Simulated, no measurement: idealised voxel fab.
A process module follows: voxel plated lines.
Shown is cross-section cut, with a width of 245 nm and square cells of size 5 nm.
A cross-section is a grid of square cells, given in bands from the top down. A band is one or more rows of cells.
This entry defines a band. It first specifies the height of the band's top and the height of its bottom in nm, and then specifies the band's materials from left to right, stating each material with its width in nm. The word "full width" identifies a single material that fills the band from edge to edge, while the word "blank" identifies empty space.
For the purposes of this specification, 0 denotes the height below which the wafer in its as-received condition is composed wholly of one material, and the lowermost band, lacking a lower limit, extends downward without end, as expressed in "from 0 down".
Quick explanation for "30..40": the width changes in equal steps down the rows of cells, from the first number in the band's top row to the second number in its bottom row.
Basically "remained unchanged" means that step didn't change any cell in the cross-section.
This entry, "Sealed void inventory", enumerates those empty regions of no fewer than 8 cells that possess no open connection to the top. Each region is reported in the form width x height at distance, the distance being taken from the left edge, with all three quantities expressed in nm.
Whatever follows a step's settings on its line is a remark the simulator itself makes about that step.
The line of a step may include "overlay nm". On a step with a mask, this value is how far to the right of its planned place the mask lay. A negative value means the mask lay to the left.
### This section lists the process steps that were planned
- 1: RECEIVE, material Si
- 2: CONFORMAL_DEP, material SiN, thk nm 10
- 3: DIRECTIONAL_DEP, material TiN, thk nm 5
- 4: PATTERN, tone open, mask id LINES, material resist, width nm 30, pitch nm 55, thk nm 35, overlay nm 0
- 5: EPI, material Ru, thk nm 10
- 6: EPI, material Ru, thk nm 5
- 7: EPI, material Ru, thk nm 5
- 8: STRIP, etch materials resist
- 9: DIRECTIONAL_ETCH, etch materials TiN, depth nm 5
- 10: CONFORMAL_DEP, material SiO2, thk nm 5
For clarity, it should be stated that the wafers under discussion commence in an identical condition and differ with respect to the thk nm of step 10, the plan indicating the value that the first wafer had.
### As received, i.e. after step 1: cross-section through the first of several wafers
from 0 down: Si full width
Sealed void inventory: none
### After the module's final step, step 10: the first of several wafers in cross-section
from 40 to 35: 20 blank, 40 SiO2, 15 blank, 40 SiO2, 15 blank, 40 SiO2, 15 blank, 40 SiO2, 20 blank
from 35 to 15: 20 blank, 5 SiO2, 30 Ru, 5 SiO2, 15 blank, 5 SiO2, 30 Ru, 5 SiO2, 15 blank, 5 SiO2, 30 Ru, 5 SiO2, 15 blank, 5 SiO2, 30 Ru, 5 SiO2, 20 blank
from 15 to 10: 25 SiO2, 30 TiN, 25 SiO2, 30 TiN, 25 SiO2, 30 TiN, 25 SiO2, 30 TiN, 25 SiO2
from 10 to 0: SiN full width
from 0 down: Si full width
Sealed void inventory: none
### Sectional view of the last wafer upon completion of the module
from 55 to 35: 5 blank, 235 SiO2, 5 blank
from 35 to 30: 5 blank, 20 SiO2, 30 Ru, 25 SiO2, 30 Ru, 25 SiO2, 30 Ru, 25 SiO2, 30 Ru, 20 SiO2, 5 blank
from 30 to 15: 25 SiO2, 30 Ru, 25 SiO2, 30 Ru, 25 SiO2, 30 Ru, 25 SiO2, 30 Ru, 25 SiO2
from 15 to 10: 25 SiO2, 30 TiN, 25 SiO2, 30 TiN, 25 SiO2, 30 TiN, 25 SiO2, 30 TiN, 25 SiO2
from 10 to 0: SiN full width
from 0 down: Si full width
Sealed void inventory: none
### So in this table every wafer gets its own row, and what you see is where it stands at the end of the module: for each material, how many cells it picked up (+) or gave up (-) since we received it, and after that its closed voids
thk nm 5; +96 Ru; +98 SiN; +89 SiO2; +24 TiN; Sealed void inventory: none
thk nm 10; +96 Ru; +98 SiN; +178 SiO2; +24 TiN; Sealed void inventory: none
thk nm 15; +96 Ru; +98 SiN; +252 SiO2; +24 TiN; Sealed void inventory: none
thk nm 20; +96 Ru; +98 SiN; +311 SiO2; +24 TiN; Sealed void inventory: none
